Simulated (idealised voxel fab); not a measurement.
process module | voxel self aligned vias
cross-section cut | 225 nm wide | cells 5 nm
A cross-section is a grid of square cells, given in bands from the top down. A band is one or more rows of cells.
Each band's line starts with the height of the band's top and of its bottom, in nm. Then come its materials from left to right, each with its width in nm. One material with "throughout" fills the band from edge to edge. "air" is empty space.
Height 0 is the level under which the wafer as received is all one material. The lowest band goes on downwards, as in "0 down".
A width such as "30 to 40" changes by the same amount from each row of cells to the next, from the band's top row to its bottom row.
"no change" after a step means that no cell of the cross-section changed.
closed voids: empty space of 8 cells or more with no open way to the top, each as width x height at its distance from the left edge, in nm
after a step's settings: what the simulator itself notes on the step
overlay nm, on a step with a mask: how far to the right of its planned place the mask lay; to the left if negative
plan
1 op RECEIVE | material Si
2 op CONFORMAL_DEP | material SiO2 | thk nm 10
3 op CONFORMAL_DEP | material SiCN | thk nm 5
4 op DIRECTIONAL_DEP | material lowk | thk nm 30
5 op MASKED_ETCH | tone open | mask id LINES | width nm 30 | pitch nm 70 | etch materials lowk | depth nm 30 | overlay nm 0
6 op CONFORMAL_DEP | material TiN | thk nm 5
7 op FILL_DEP | material W | thk nm 10
8 op CMP | height nm 45
9 op SELECTIVE_ETCH | etch materials W Ru TiN | depth nm 10
10 op FILL_DEP | material SiN | thk nm 10
11 op CMP | height nm 45
12 op DIRECTIONAL_DEP | material lowk | thk nm 15
13 op MASKED_ETCH | tone open | mask id VIAS | width nm 40 | pitch nm 70 | etch materials lowk | depth nm 15 | overlay nm 0
14 op MASKED_ETCH | tone open | mask id VIAS | width nm 40 | pitch nm 70 | etch materials SiN | depth nm 10 | overlay nm 0
15 op CONFORMAL_DEP | material TiN | thk nm 5
16 op FILL_DEP | material W | thk nm 5
17 op CMP | height nm 60
18 op CONFORMAL_DEP | material SiCN | thk nm 5
as received, after step 1
  0 down: Si throughout
  closed voids: none
first wafer at the end, as planned
  65 to 60: SiCN throughout
  60 to 50: lowk 55 | TiN 5 | W 30 | TiN 5 | lowk 30 | TiN 5 | W 30 | TiN 5 | lowk 60
  50 to 40: lowk 55 to 60 | TiN 10 to 5 | W 20 | TiN 10 to 5 | lowk 30 to 40 | TiN 10 to 5 | W 20 | TiN 10 to 5 | lowk 60 to 65
  40 to 35: lowk 60 | TiN 30 | lowk 40 | TiN 30 | lowk 65
  35 to 20: lowk 60 | TiN 5 | W 20 | TiN 5 | lowk 40 | TiN 5 | W 20 | TiN 5 | lowk 65
  20 to 15: lowk 60 | TiN 30 | lowk 40 | TiN 30 | lowk 65
  15 to 10: SiCN throughout
  10 to 0: SiO2 throughout
  0 down: Si throughout
  closed voids: none
second wafer at the end: like start, like plan, one mistake
  65 to 60: SiCN throughout
  60 to 50: lowk 55 | TiN 5 | W 30 | TiN 5 | lowk 30 | TiN 5 | W 30 | TiN 5 | lowk 60
  50 to 40: lowk 55 to 60 | TiN 10 to 5 | W 20 | TiN 10 to 5 | lowk 30 to 40 | TiN 10 to 5 | W 20 | TiN 10 to 5 | lowk 60 to 65
  40 to 35: lowk 60 | TiN 30 | lowk 40 | TiN 30 | lowk 65
  35 to 30: lowk 60 | SiN 30 | lowk 40 | SiN 30 | lowk 65
  30 to 20: lowk 60 | TiN 5 | W 20 | TiN 5 | lowk 40 | TiN 5 | W 20 | TiN 5 | lowk 65
  20 to 15: lowk 60 | TiN 30 | lowk 40 | TiN 30 | lowk 65
  15 to 10: SiCN throughout
  10 to 0: SiO2 throughout
  0 down: Si throughout
  closed voids: none
what went wrong: step 9 ran as: op SELECTIVE_ETCH | etch materials W Ru TiN | depth nm 15
at the end the second wafer has, in cells: 12 more of SiN | 4 fewer of TiN | 8 fewer of W
